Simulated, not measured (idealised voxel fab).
process module | voxel ribs on slabs
cross-section cut | 170 nm wide | cells 5 nm
A cross-section is a grid of square cells, given in bands from the top down. A band is one or more rows of cells.
Each band's line starts with the height of the band's top and of its bottom, in nm. Then come its materials from left to right, each with its width in nm. One material with "throughout" fills the band from edge to edge. "air" is empty space.
Height 0 is the level under which the wafer as received is all one material. The lowest band goes on downwards, as in "0 down".
A width such as "30 to 40" changes by the same amount from each row of cells to the next, from the band's top row to its bottom row.
"no change" after a step means that no cell of the cross-section changed.
closed voids: empty space of 8 cells or more with no open way to the top, each as width x height at its distance from the left edge, in nm
after a step's settings: what the simulator itself notes on the step
overlay nm, on a step with a mask: how far to the right of its planned place the mask lay; to the left if negative
plan
1 op RECEIVE | material Si
2 op DIRECTIONAL_DEP | material SiO2 | thk nm 20
3 op DIRECTIONAL_DEP | material polySi | thk nm 15
4 op MASKED_ETCH | tone cover | mask id RIB | width nm 30 | etch materials polySi | depth nm 10 | overlay nm 0
5 op DIRECTIONAL_DEP | material aC | thk nm 15
6 op PATTERN | tone cover | mask id SLAB | material resist | width nm 70 | thk nm 35 | overlay nm 0
7 op DIRECTIONAL_ETCH | etch materials aC | depth nm 15
8 op STRIP | etch materials resist
9 op DIRECTIONAL_ETCH | etch materials polySi | depth nm 5
10 op STRIP | etch materials aC
11 op FILL_DEP | material SiO2 | thk nm 15
12 op CMP | height nm 45
13 op DIRECTIONAL_DEP | material W | thk nm 10
14 op DIRECTIONAL_DEP | material aC | thk nm 10
15 op PATTERN | tone cover | mask id HEATER | material resist | width nm 40 | thk nm 25 | overlay nm 0
16 op DIRECTIONAL_ETCH | etch materials aC | depth nm 10
17 op STRIP | etch materials resist
18 op DIRECTIONAL_ETCH | etch materials W | depth nm 10
19 op STRIP | etch materials aC
20 op CONFORMAL_DEP | material SiN | thk nm 10
as received, after step 1
  0 down: Si throughout
  closed voids: none
first wafer at the end, as planned
  65 to 55: air 55 | SiN 60 | air 55
  55 to 45: SiN 65 | W 40 | SiN 65
  45 to 35: SiO2 throughout
  35 to 25: SiO2 70 | polySi 30 | SiO2 70
  25 to 20: SiO2 50 | polySi 70 | SiO2 50
  20 to 0: SiO2 throughout
  0 down: Si throughout
  closed voids: none
second wafer at the end: like start, like plan, one mistake
  65 to 55: air 55 | SiN 60 | air 55
  55 to 45: SiN 65 | W 40 | SiN 65
  45 to 35: SiO2 70 to 50 | polySi 30 to 70 | SiO2 70 to 50
  35 to 20: polySi throughout
  20 to 0: SiO2 throughout
  0 down: Si throughout
  closed voids: none
what went wrong: step 3 was run twice
at the end the second wafer has, in cells: 96 fewer of SiO2 | 96 more of polySi
